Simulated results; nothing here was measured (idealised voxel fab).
process module | voxel fin reveal
cross-section cut | 265 nm wide | cells 5 nm
A cross-section is a grid of square cells, given in bands from the top down. A band is one or more rows of cells.
Each band's line starts with the height of the band's top and of its bottom, in nm. Then come its materials from left to right, each with its width in nm. One material with "throughout" fills the band from edge to edge. "air" is empty space.
Height 0 is the level under which the wafer as received is all one material. The lowest band goes on downwards, as in "0 down".
A width such as "30 to 40" changes by the same amount from each row of cells to the next, from the band's top row to its bottom row.
"no change" after a step means that no cell of the cross-section changed.
closed voids: empty space of 8 cells or more with no open way to the top, each as width x height at its distance from the left edge, in nm
after a step's settings: what the simulator itself notes on the step
overlay nm, on a step with a mask: how far to the right of its planned place the mask lay; to the left if negative
Each pair below shows a cross-section before one step and the cross-section after it, down to the lowest band that changed. The line under each pair gives the step between them, with its settings. The pairs can come from different runs of this module on the same starting wafer, so a pair continues from the pair above only where its "before" says so.
before
  0 down: Si throughout
  closed voids: none
after
  10 to 0: SiN throughout
  below 0: unchanged
  closed voids: none
the step between: op CONFORMAL_DEP | material SiN | thk nm 10
before: the cross-section after the pair above
after
  25 to 10: aC throughout
  below 10: unchanged
  closed voids: none
the step between: op DIRECTIONAL_DEP | material aC | thk nm 15
before: the cross-section after the pair above
after
  60 to 25: air 85 | resist 15 | air 25 | resist 15 | air 25 | resist 15 | air 85
  below 25: unchanged
  closed voids: none
the step between: op PATTERN | tone cover | mask id FINS | material resist | width nm 15 | pitch nm 40 | thk nm 35 | overlay nm 0
before: the cross-section after the pair above
after
  45 to 25: air 85 | resist 15 | air 25 | resist 15 | air 25 | resist 15 | air 85
  25 to 10: air 85 | aC 15 | air 25 | aC 15 | air 25 | aC 15 | air 85
  below 10: unchanged
  closed voids: none
the step between: op DIRECTIONAL_ETCH | etch materials aC | depth nm 15
before: the cross-section after the pair above
after
  25 to 10: air 85 | aC 15 | air 25 | aC 15 | air 25 | aC 15 | air 85
  below 10: unchanged
  closed voids: none
the step between: op STRIP | etch materials resist
before: the cross-section after the pair above
after
  25 to 10: air 85 | aC 15 | air 25 | aC 15 | air 25 | aC 15 | air 85
  10 to 0: air 85 | SiN 15 | air 25 | SiN 15 | air 25 | SiN 15 | air 85
  below 0: unchanged
  closed voids: none
the step between: op DIRECTIONAL_ETCH | etch materials SiN | depth nm 10
before: the cross-section after the pair above
after
  25 to 10: air 85 | aC 15 | air 25 | aC 15 | air 25 | aC 15 | air 85
  10 to 0: air 85 | SiN 15 | air 25 | SiN 15 | air 25 | SiN 15 | air 85
  0 to -30: air 85 | Si 15 | air 25 | Si 15 | air 25 | Si 15 | air 85
  below -30: unchanged
  closed voids: none
the step between: op DIRECTIONAL_ETCH | etch materials Si | depth nm 30
before: the cross-section after the pair above
after
  10 to 0: air 85 | SiN 15 | air 25 | SiN 15 | air 25 | SiN 15 | air 85
  below 0: unchanged
  closed voids: none
the step between: op STRIP | etch materials aC
before: the cross-section after the pair above
after
  10 to 0: air 85 | SiN 15 | air 25 | SiN 15 | air 25 | SiN 15 | air 85
  0 to -30: air 85 | SiO2 5 | Si 5 | SiO2 5 | air 25 | SiO2 5 | Si 5 | SiO2 5 | air 25 | SiO2 5 | Si 5 | SiO2 5 | air 85
  -30 to -35: SiO2 90 | Si 5 | SiO2 35 | Si 5 | SiO2 35 | Si 5 | SiO2 90
  below -35: unchanged
  closed voids: none
the step between: op OXIDIZE | depth nm 5
before: the cross-section after the pair above
after
  20 to 10: SiO2 throughout
  10 to 0: SiO2 85 | SiN 15 | SiO2 25 | SiN 15 | SiO2 25 | SiN 15 | SiO2 85
  0 to -35: SiO2 90 | Si 5 | SiO2 35 | Si 5 | SiO2 35 | Si 5 | SiO2 90
  below -35: unchanged
  closed voids: none
the step between: op FILL_DEP | material SiO2 | thk nm 10
before: the cross-section after the pair above
after
  10 to 0: SiO2 85 | SiN 15 | SiO2 25 | SiN 15 | SiO2 25 | SiN 15 | SiO2 85
  below 0: unchanged
  closed voids: none
the step between: op CMP | height nm 10
before: the cross-section after the pair above
after
  10 to 0: air 85 | SiN 15 | air 25 | SiN 15 | air 25 | SiN 15 | air 85
  0 to -20: air 90 | Si 5 | air 35 | Si 5 | air 35 | Si 5 | air 90
  below -20: unchanged
  closed voids: none
the step between: op SELECTIVE_ETCH | etch materials SiO2 | depth nm 30
before: the cross-section after the pair above
after
  0 to -20: air 90 | Si 5 | air 35 | Si 5 | air 35 | Si 5 | air 90
  below -20: unchanged
  closed voids: none
the step between: op STRIP | etch materials SiN
before: the cross-section after the pair above
after
  5 to 0: air 85 | SiO2 15 | air 25 | SiO2 15 | air 25 | SiO2 15 | air 85
  0 to -15: air 85 | SiO2 5 | Si 5 | SiO2 5 | air 25 | SiO2 5 | Si 5 | SiO2 5 | air 25 | SiO2 5 | Si 5 | SiO2 5 | air 85
  -15 to -35: SiO2 90 | Si 5 | SiO2 35 | Si 5 | SiO2 35 | Si 5 | SiO2 90
  below -35: unchanged
  closed voids: none
the step between: op CONFORMAL_DEP | material SiO2 | thk nm 5
before
  25 to 10: air 85 | aC 15 | air 25 | aC 15 | air 25 | aC 15 | air 85
  10 to 0: air 85 | SiN 15 | air 25 | SiN 15 | air 25 | SiN 15 | air 85
  0 to -30: air 85 | Si 15 | air 25 | Si 15 | air 25 | Si 15 | air 85
  -30 down: Si throughout
  closed voids: none
after
  25 to 10: air 85 | aC 15 | air 25 | aC 15 | air 25 | aC 15 | air 85
  10 to 0: air 85 | SiN 15 | air 25 | SiN 15 | air 25 | SiN 15 | air 85
  0 to -60: air 85 | Si 15 | air 25 | Si 15 | air 25 | Si 15 | air 85
  below -60: unchanged
  closed voids: none
the step between: op DIRECTIONAL_ETCH | etch materials Si | depth nm 30
before: the cross-section after the pair above
after
  10 to 0: air 85 | SiN 15 | air 25 | SiN 15 | air 25 | SiN 15 | air 85
  below 0: unchanged
  closed voids: none
the step between: op STRIP | etch materials aC
before: the cross-section after the pair above
after
  10 to 0: air 85 | SiN 15 | air 25 | SiN 15 | air 25 | SiN 15 | air 85
  0 to -60: air 85 | SiO2 5 | Si 5 | SiO2 5 | air 25 | SiO2 5 | Si 5 | SiO2 5 | air 25 | SiO2 5 | Si 5 | SiO2 5 | air 85
  -60 to -65: SiO2 90 | Si 5 | SiO2 35 | Si 5 | SiO2 35 | Si 5 | SiO2 90
  below -65: unchanged
  closed voids: none
the step between: op OXIDIZE | depth nm 5
before: the cross-section after the pair above
after
  20 to 10: SiO2 throughout
  10 to 0: SiO2 85 | SiN 15 | SiO2 25 | SiN 15 | SiO2 25 | SiN 15 | SiO2 85
  0 to -65: SiO2 90 | Si 5 | SiO2 35 | Si 5 | SiO2 35 | Si 5 | SiO2 90
  below -65: unchanged
  closed voids: none
the step between: op FILL_DEP | material SiO2 | thk nm 10
before: the cross-section after the pair above
after
  10 to 0: SiO2 85 | SiN 15 | SiO2 25 | SiN 15 | SiO2 25 | SiN 15 | SiO2 85
  below 0: unchanged
  closed voids: none
the step between: op CMP | height nm 10
before: the cross-section after the pair above
after
  10 to 0: air 85 | SiN 15 | air 25 | SiN 15 | air 25 | SiN 15 | air 85
  0 to -20: air 90 | Si 5 | air 35 | Si 5 | air 35 | Si 5 | air 90
  below -20: unchanged
  closed voids: none
the step between: op SELECTIVE_ETCH | etch materials SiO2 | depth nm 30
before: the cross-section after the pair above
after
  0 to -20: air 90 | Si 5 | air 35 | Si 5 | air 35 | Si 5 | air 90
  below -20: unchanged
  closed voids: none
the step between: op STRIP | etch materials SiN
before: the cross-section after the pair above
after
  5 to 0: air 85 | SiO2 15 | air 25 | SiO2 15 | air 25 | SiO2 15 | air 85
  0 to -15: air 85 | SiO2 5 | Si 5 | SiO2 5 | air 25 | SiO2 5 | Si 5 | SiO2 5 | air 25 | SiO2 5 | Si 5 | SiO2 5 | air 85
  -15 to -65: SiO2 90 | Si 5 | SiO2 35 | Si 5 | SiO2 35 | Si 5 | SiO2 90
  below -65: unchanged
  closed voids: none
the step between: op CONFORMAL_DEP | material SiO2 | thk nm 5
before
  10 to 0: SiO2 85 | SiN 15 | SiO2 25 | SiN 15 | SiO2 25 | SiN 15 | SiO2 85
  0 to -35: SiO2 90 | Si 5 | SiO2 35 | Si 5 | SiO2 35 | Si 5 | SiO2 90
  -35 down: Si throughout
  closed voids: none
after
  10 to 0: SiO2 85 | air 15 | SiO2 25 | air 15 | SiO2 25 | air 15 | SiO2 85
  below 0: unchanged
  closed voids: none
the step between: op STRIP | etch materials SiN
before: the cross-section after the pair above
after
  0 to -20: air 90 | Si 5 | air 35 | Si 5 | air 35 | Si 5 | air 90
  -20 to -30: SiO2 55 | air 35 | Si 5 | air 35 | Si 5 | air 35 | Si 5 | air 35 | SiO2 55
  below -30: unchanged
  closed voids: none
the step between: op SELECTIVE_ETCH | etch materials SiO2 | depth nm 30
before: the cross-section after the pair above
after
  5 to 0: air 85 | SiO2 15 | air 25 | SiO2 15 | air 25 | SiO2 15 | air 85
  0 to -15: air 85 | SiO2 5 | Si 5 | SiO2 5 | air 25 | SiO2 5 | Si 5 | SiO2 5 | air 25 | SiO2 5 | Si 5 | SiO2 5 | air 85
  -15 to -25: SiO2 60 | air 25 | SiO2 5 | Si 5 | SiO2 5 | air 25 | SiO2 5 | Si 5 | SiO2 5 | air 25 | SiO2 5 | Si 5 | SiO2 5 | air 25 | SiO2 60
  -25 to -35: SiO2 90 | Si 5 | SiO2 35 | Si 5 | SiO2 35 | Si 5 | SiO2 90
  below -35: unchanged
  closed voids: none
the step between: op CONFORMAL_DEP | material SiO2 | thk nm 5
before
  25 to 10: air 85 | aC 15 | air 25 | aC 15 | air 25 | aC 15 | air 85
  10 to 0: air 85 | SiN 15 | air 25 | SiN 15 | air 25 | SiN 15 | air 85
  0 down: Si throughout
  closed voids: none
after
  25 to 10: air 85 | aC 15 | air 25 | aC 15 | air 25 | aC 15 | air 85
  10 to 0: air 85 | SiN 15 | air 25 | SiN 15 | air 25 | SiN 15 | air 85
  0 to -35: air 85 | Si 15 | air 25 | Si 15 | air 25 | Si 15 | air 85
  below -35: unchanged
  closed voids: none
the step between: op DIRECTIONAL_ETCH | etch materials Si | depth nm 35
before: the cross-section after the pair above
after
  10 to 0: air 85 | SiN 15 | air 25 | SiN 15 | air 25 | SiN 15 | air 85
  below 0: unchanged
  closed voids: none
the step between: op STRIP | etch materials aC
before: the cross-section after the pair above
after
  10 to 0: air 85 | SiN 15 | air 25 | SiN 15 | air 25 | SiN 15 | air 85
  0 to -35: air 85 | SiO2 5 | Si 5 | SiO2 5 | air 25 | SiO2 5 | Si 5 | SiO2 5 | air 25 | SiO2 5 | Si 5 | SiO2 5 | air 85
  -35 to -40: SiO2 90 | Si 5 | SiO2 35 | Si 5 | SiO2 35 | Si 5 | SiO2 90
  below -40: unchanged
  closed voids: none
the step between: op OXIDIZE | depth nm 5
before: the cross-section after the pair above
after
  20 to 10: SiO2 throughout
  10 to 0: SiO2 85 | SiN 15 | SiO2 25 | SiN 15 | SiO2 25 | SiN 15 | SiO2 85
  0 to -40: SiO2 90 | Si 5 | SiO2 35 | Si 5 | SiO2 35 | Si 5 | SiO2 90
  below -40: unchanged
  closed voids: none
the step between: op FILL_DEP | material SiO2 | thk nm 10
before: the cross-section after the pair above
after
  10 to 0: SiO2 85 | SiN 15 | SiO2 25 | SiN 15 | SiO2 25 | SiN 15 | SiO2 85
  below 0: unchanged
  closed voids: none
the step between: op CMP | height nm 10
before: the cross-section after the pair above
after
  10 to 0: air 85 | SiN 15 | air 25 | SiN 15 | air 25 | SiN 15 | air 85
  0 to -20: air 90 | Si 5 | air 35 | Si 5 | air 35 | Si 5 | air 90
  below -20: unchanged
  closed voids: none
the step between: op SELECTIVE_ETCH | etch materials SiO2 | depth nm 30
before: the cross-section after the pair above
after
  0 to -20: air 90 | Si 5 | air 35 | Si 5 | air 35 | Si 5 | air 90
  below -20: unchanged
  closed voids: none
the step between: op STRIP | etch materials SiN
before: the cross-section after the pair above
after
  5 to 0: air 85 | SiO2 15 | air 25 | SiO2 15 | air 25 | SiO2 15 | air 85
  0 to -15: air 85 | SiO2 5 | Si 5 | SiO2 5 | air 25 | SiO2 5 | Si 5 | SiO2 5 | air 25 | SiO2 5 | Si 5 | SiO2 5 | air 85
  -15 to -40: SiO2 90 | Si 5 | SiO2 35 | Si 5 | SiO2 35 | Si 5 | SiO2 90
  below -40: unchanged
  closed voids: none
the step between: op CONFORMAL_DEP | material SiO2 | thk nm 5
before
  25 to 10: aC throughout
  10 to 0: SiN throughout
  0 down: Si throughout
  closed voids: none
after
  60 to 25: air 85 | resist 20 | air 20 | resist 20 | air 20 | resist 20 | air 80
  below 25: unchanged
  closed voids: none
the step between: op PATTERN | tone cover | mask id FINS | material resist | width nm 20 | pitch nm 40 | thk nm 35 | overlay nm 0
before: the cross-section after the pair above
after
  45 to 25: air 85 | resist 20 | air 20 | resist 20 | air 20 | resist 20 | air 80
  25 to 10: air 85 | aC 20 | air 20 | aC 20 | air 20 | aC 20 | air 80
  below 10: unchanged
  closed voids: none
the step between: op DIRECTIONAL_ETCH | etch materials aC | depth nm 15
before: the cross-section after the pair above
after
  25 to 10: air 85 | aC 20 | air 20 | aC 20 | air 20 | aC 20 | air 80
  below 10: unchanged
  closed voids: none
the step between: op STRIP | etch materials resist
before: the cross-section after the pair above
after
  25 to 10: air 85 | aC 20 | air 20 | aC 20 | air 20 | aC 20 | air 80
  10 to 0: air 85 | SiN 20 | air 20 | SiN 20 | air 20 | SiN 20 | air 80
  below 0: unchanged
  closed voids: none
the step between: op DIRECTIONAL_ETCH | etch materials SiN | depth nm 10
before: the cross-section after the pair above
after
  25 to 10: air 85 | aC 20 | air 20 | aC 20 | air 20 | aC 20 | air 80
  10 to 0: air 85 | SiN 20 | air 20 | SiN 20 | air 20 | SiN 20 | air 80
  0 to -30: air 85 | Si 20 | air 20 | Si 20 | air 20 | Si 20 | air 80
  below -30: unchanged
  closed voids: none
the step between: op DIRECTIONAL_ETCH | etch materials Si | depth nm 30
before: the cross-section after the pair above
after
  10 to 0: air 85 | SiN 20 | air 20 | SiN 20 | air 20 | SiN 20 | air 80
  below 0: unchanged
  closed voids: none
the step between: op STRIP | etch materials aC
before: the cross-section after the pair above
after
  10 to 0: air 85 | SiN 20 | air 20 | SiN 20 | air 20 | SiN 20 | air 80
  0 to -30: air 85 | SiO2 5 | Si 10 | SiO2 5 | air 20 | SiO2 5 | Si 10 | SiO2 5 | air 20 | SiO2 5 | Si 10 | SiO2 5 | air 80
  -30 to -35: SiO2 90 | Si 10 | SiO2 30 | Si 10 | SiO2 30 | Si 10 | SiO2 85
  below -35: unchanged
  closed voids: none
the step between: op OXIDIZE | depth nm 5
before: the cross-section after the pair above
after
  20 to 10: SiO2 throughout
  10 to 0: SiO2 85 | SiN 20 | SiO2 20 | SiN 20 | SiO2 20 | SiN 20 | SiO2 80
  0 to -35: SiO2 90 | Si 10 | SiO2 30 | Si 10 | SiO2 30 | Si 10 | SiO2 85
  below -35: unchanged
  closed voids: none
the step between: op FILL_DEP | material SiO2 | thk nm 10
before: the cross-section after the pair above
after
  10 to 0: SiO2 85 | SiN 20 | SiO2 20 | SiN 20 | SiO2 20 | SiN 20 | SiO2 80
  below 0: unchanged
  closed voids: none
the step between: op CMP | height nm 10
before: the cross-section after the pair above
after
  10 to 0: air 85 | SiN 20 | air 20 | SiN 20 | air 20 | SiN 20 | air 80
  0 to -20: air 90 | Si 10 | air 30 | Si 10 | air 30 | Si 10 | air 85
  below -20: unchanged
  closed voids: none
the step between: op SELECTIVE_ETCH | etch materials SiO2 | depth nm 30
before: the cross-section after the pair above
after
  0 to -20: air 90 | Si 10 | air 30 | Si 10 | air 30 | Si 10 | air 85
  below -20: unchanged
  closed voids: none
the step between: op STRIP | etch materials SiN
before: the cross-section after the pair above
after
  5 to 0: air 85 | SiO2 20 | air 20 | SiO2 20 | air 20 | SiO2 20 | air 80
  0 to -15: air 85 | SiO2 5 | Si 10 | SiO2 5 | air 20 | SiO2 5 | Si 10 | SiO2 5 | air 20 | SiO2 5 | Si 10 | SiO2 5 | air 80
  -15 to -35: SiO2 90 | Si 10 | SiO2 30 | Si 10 | SiO2 30 | Si 10 | SiO2 85
  below -35: unchanged
  closed voids: none
the step between: op CONFORMAL_DEP | material SiO2 | thk nm 5
before
  25 to 10: aC throughout
  10 to 0: SiN throughout
  0 down: Si throughout
  closed voids: none
after
  60 to 25: air 80 | resist 15 | air 25 | resist 15 | air 25 | resist 15 | air 90
  below 25: unchanged
  closed voids: none
the step between: op PATTERN | tone cover | mask id FINS | material resist | width nm 15 | pitch nm 40 | thk nm 35 | overlay nm -5
before: the cross-section after the pair above
after
  45 to 25: air 80 | resist 15 | air 25 | resist 15 | air 25 | resist 15 | air 90
  25 to 10: air 80 | aC 15 | air 25 | aC 15 | air 25 | aC 15 | air 90
  below 10: unchanged
  closed voids: none
the step between: op DIRECTIONAL_ETCH | etch materials aC | depth nm 15
before: the cross-section after the pair above
after
  25 to 10: air 80 | aC 15 | air 25 | aC 15 | air 25 | aC 15 | air 90
  below 10: unchanged
  closed voids: none
the step between: op STRIP | etch materials resist
before: the cross-section after the pair above
after
  25 to 10: air 80 | aC 15 | air 25 | aC 15 | air 25 | aC 15 | air 90
  10 to 0: air 80 | SiN 15 | air 25 | SiN 15 | air 25 | SiN 15 | air 90
  below 0: unchanged
  closed voids: none
the step between: op DIRECTIONAL_ETCH | etch materials SiN | depth nm 10
before: the cross-section after the pair above
after
  25 to 10: air 80 | aC 15 | air 25 | aC 15 | air 25 | aC 15 | air 90
  10 to 0: air 80 | SiN 15 | air 25 | SiN 15 | air 25 | SiN 15 | air 90
  0 to -30: air 80 | Si 15 | air 25 | Si 15 | air 25 | Si 15 | air 90
  below -30: unchanged
  closed voids: none
the step between: op DIRECTIONAL_ETCH | etch materials Si | depth nm 30
before: the cross-section after the pair above
after
  10 to 0: air 80 | SiN 15 | air 25 | SiN 15 | air 25 | SiN 15 | air 90
  below 0: unchanged
  closed voids: none
the step between: op STRIP | etch materials aC
before: the cross-section after the pair above
after
  10 to 0: air 80 | SiN 15 | air 25 | SiN 15 | air 25 | SiN 15 | air 90
  0 to -30: air 80 | SiO2 5 | Si 5 | SiO2 5 | air 25 | SiO2 5 | Si 5 | SiO2 5 | air 25 | SiO2 5 | Si 5 | SiO2 5 | air 90
  -30 to -35: SiO2 85 | Si 5 | SiO2 35 | Si 5 | SiO2 35 | Si 5 | SiO2 95
  below -35: unchanged
  closed voids: none
the step between: op OXIDIZE | depth nm 5
before: the cross-section after the pair above
after
  20 to 10: SiO2 throughout
  10 to 0: SiO2 80 | SiN 15 | SiO2 25 | SiN 15 | SiO2 25 | SiN 15 | SiO2 90
  0 to -35: SiO2 85 | Si 5 | SiO2 35 | Si 5 | SiO2 35 | Si 5 | SiO2 95
  below -35: unchanged
  closed voids: none
the step between: op FILL_DEP | material SiO2 | thk nm 10
before: the cross-section after the pair above
after
  10 to 0: SiO2 80 | SiN 15 | SiO2 25 | SiN 15 | SiO2 25 | SiN 15 | SiO2 90
  below 0: unchanged
  closed voids: none
the step between: op CMP | height nm 10
before: the cross-section after the pair above
after
  10 to 0: air 80 | SiN 15 | air 25 | SiN 15 | air 25 | SiN 15 | air 90
  0 to -20: air 85 | Si 5 | air 35 | Si 5 | air 35 | Si 5 | air 95
  below -20: unchanged
  closed voids: none
the step between: op SELECTIVE_ETCH | etch materials SiO2 | depth nm 30
before: the cross-section after the pair above
after
  0 to -20: air 85 | Si 5 | air 35 | Si 5 | air 35 | Si 5 | air 95
  below -20: unchanged
  closed voids: none
the step between: op STRIP | etch materials SiN
before: the cross-section after the pair above
after
  5 to 0: air 80 | SiO2 15 | air 25 | SiO2 15 | air 25 | SiO2 15 | air 90
  0 to -15: air 80 | SiO2 5 | Si 5 | SiO2 5 | air 25 | SiO2 5 | Si 5 | SiO2 5 | air 25 | SiO2 5 | Si 5 | SiO2 5 | air 90
  -15 to -35: SiO2 85 | Si 5 | SiO2 35 | Si 5 | SiO2 35 | Si 5 | SiO2 95
  below -35: unchanged
  closed voids: none
the step between: op CONFORMAL_DEP | material SiO2 | thk nm 5
before
  10 to 0: air 85 | SiN 15 | air 25 | SiN 15 | air 25 | SiN 15 | air 85
  0 to -30: air 85 | SiO2 5 | Si 5 | SiO2 5 | air 25 | SiO2 5 | Si 5 | SiO2 5 | air 25 | SiO2 5 | Si 5 | SiO2 5 | air 85
  -30 to -35: SiO2 90 | Si 5 | SiO2 35 | Si 5 | SiO2 35 | Si 5 | SiO2 90
  -35 down: Si throughout
  closed voids: none
after
  20 to 0: SiN throughout
  0 to -30: SiN 85 | SiO2 5 | Si 5 | SiO2 5 | SiN 25 | SiO2 5 | Si 5 | SiO2 5 | SiN 25 | SiO2 5 | Si 5 | SiO2 5 | SiN 85
  below -30: unchanged
  closed voids: none
the step between: op FILL_DEP | material SiN | thk nm 10
before: the cross-section after the pair above
after
  10 to 0: SiN throughout
  below 0: unchanged
  closed voids: none
the step between: op CMP | height nm 10
before: the cross-section after the pair above
after
  0 to -30: air 85 | SiO2 5 | Si 5 | SiO2 5 | air 25 | SiO2 5 | Si 5 | SiO2 5 | air 25 | SiO2 5 | Si 5 | SiO2 5 | air 85
  below -30: unchanged
  closed voids: none
the step between: op STRIP | etch materials SiN
before: the cross-section after the pair above
after
  5 to 0: air 80 | SiO2 25 | air 15 | SiO2 25 | air 15 | SiO2 25 | air 80
  0 to -25: air 80 | SiO2 10 | Si 5 | SiO2 10 | air 15 | SiO2 10 | Si 5 | SiO2 10 | air 15 | SiO2 10 | Si 5 | SiO2 10 | air 80
  -25 to -35: SiO2 90 | Si 5 | SiO2 35 | Si 5 | SiO2 35 | Si 5 | SiO2 90
  below -35: unchanged
  closed voids: none
the step between: op CONFORMAL_DEP | material SiO2 | thk nm 5
before
  25 to 10: aC throughout
  10 to 0: SiN throughout
  0 down: Si throughout
  closed voids: none
after
  60 to 25: resist 85 | air 15 | resist 25 | air 15 | resist 25 | air 15 | resist 85
  below 25: unchanged
  closed voids: none
the step between: op PATTERN | tone open | mask id FINS | material resist | width nm 15 | pitch nm 40 | thk nm 35 | overlay nm 0
before: the cross-section after the pair above
after
  45 to 25: resist 85 | air 15 | resist 25 | air 15 | resist 25 | air 15 | resist 85
  25 to 10: aC 85 | air 15 | aC 25 | air 15 | aC 25 | air 15 | aC 85
  below 10: unchanged
  closed voids: none
the step between: op DIRECTIONAL_ETCH | etch materials aC | depth nm 15
before: the cross-section after the pair above
after
  25 to 10: aC 85 | air 15 | aC 25 | air 15 | aC 25 | air 15 | aC 85
  below 10: unchanged
  closed voids: none
the step between: op STRIP | etch materials resist
before: the cross-section after the pair above
after
  25 to 10: aC 85 | air 15 | aC 25 | air 15 | aC 25 | air 15 | aC 85
  10 to 0: SiN 85 | air 15 | SiN 25 | air 15 | SiN 25 | air 15 | SiN 85
  below 0: unchanged
  closed voids: none
the step between: op DIRECTIONAL_ETCH | etch materials SiN | depth nm 10
before: the cross-section after the pair above
after
  25 to 10: aC 85 | air 15 | aC 25 | air 15 | aC 25 | air 15 | aC 85
  10 to 0: SiN 85 | air 15 | SiN 25 | air 15 | SiN 25 | air 15 | SiN 85
  0 to -30: Si 85 | air 15 | Si 25 | air 15 | Si 25 | air 15 | Si 85
  below -30: unchanged
  closed voids: none
the step between: op DIRECTIONAL_ETCH | etch materials Si | depth nm 30
before: the cross-section after the pair above
after
  10 to 0: SiN 85 | air 15 | SiN 25 | air 15 | SiN 25 | air 15 | SiN 85
  below 0: unchanged
  closed voids: none
the step between: op STRIP | etch materials aC
before: the cross-section after the pair above
after
  10 to 0: SiN 85 | air 15 | SiN 25 | air 15 | SiN 25 | air 15 | SiN 85
  0 to -30: Si 80 | SiO2 5 | air 15 | SiO2 5 | Si 15 | SiO2 5 | air 15 | SiO2 5 | Si 15 | SiO2 5 | air 15 | SiO2 5 | Si 80
  -30 to -35: Si 80 | SiO2 25 | Si 15 | SiO2 25 | Si 15 | SiO2 25 | Si 80
  below -35: unchanged
  closed voids: none
the step between: op OXIDIZE | depth nm 5
before: the cross-section after the pair above
after
  20 to 10: SiO2 throughout
  10 to 0: SiN 85 | SiO2 15 | SiN 25 | SiO2 15 | SiN 25 | SiO2 15 | SiN 85
  0 to -35: Si 80 | SiO2 25 | Si 15 | SiO2 25 | Si 15 | SiO2 25 | Si 80
  below -35: unchanged
  closed voids: none
the step between: op FILL_DEP | material SiO2 | thk nm 10
before: the cross-section after the pair above
after
  10 to 0: SiN 85 | SiO2 15 | SiN 25 | SiO2 15 | SiN 25 | SiO2 15 | SiN 85
  below 0: unchanged
  closed voids: none
the step between: op CMP | height nm 10
before: the cross-section after the pair above
after
  10 to 0: SiN 85 | air 15 | SiN 25 | air 15 | SiN 25 | air 15 | SiN 85
  0 to -20: Si 80 | air 25 | Si 15 | air 25 | Si 15 | air 25 | Si 80
  below -20: unchanged
  closed voids: none
the step between: op SELECTIVE_ETCH | etch materials SiO2 | depth nm 30
before: the cross-section after the pair above
after
  0 to -20: Si 80 | air 25 | Si 15 | air 25 | Si 15 | air 25 | Si 80
  below -20: unchanged
  closed voids: none
the step between: op STRIP | etch materials SiN
before: the cross-section after the pair above
after
  5 to 0: SiO2 85 | air 15 | SiO2 25 | air 15 | SiO2 25 | air 15 | SiO2 85
  0 to -15: Si 80 | SiO2 5 | air 15 | SiO2 5 | Si 15 | SiO2 5 | air 15 | SiO2 5 | Si 15 | SiO2 5 | air 15 | SiO2 5 | Si 80
  -15 to -35: Si 80 | SiO2 25 | Si 15 | SiO2 25 | Si 15 | SiO2 25 | Si 80
  below -35: unchanged
  closed voids: none
the step between: op CONFORMAL_DEP | material SiO2 | thk nm 5
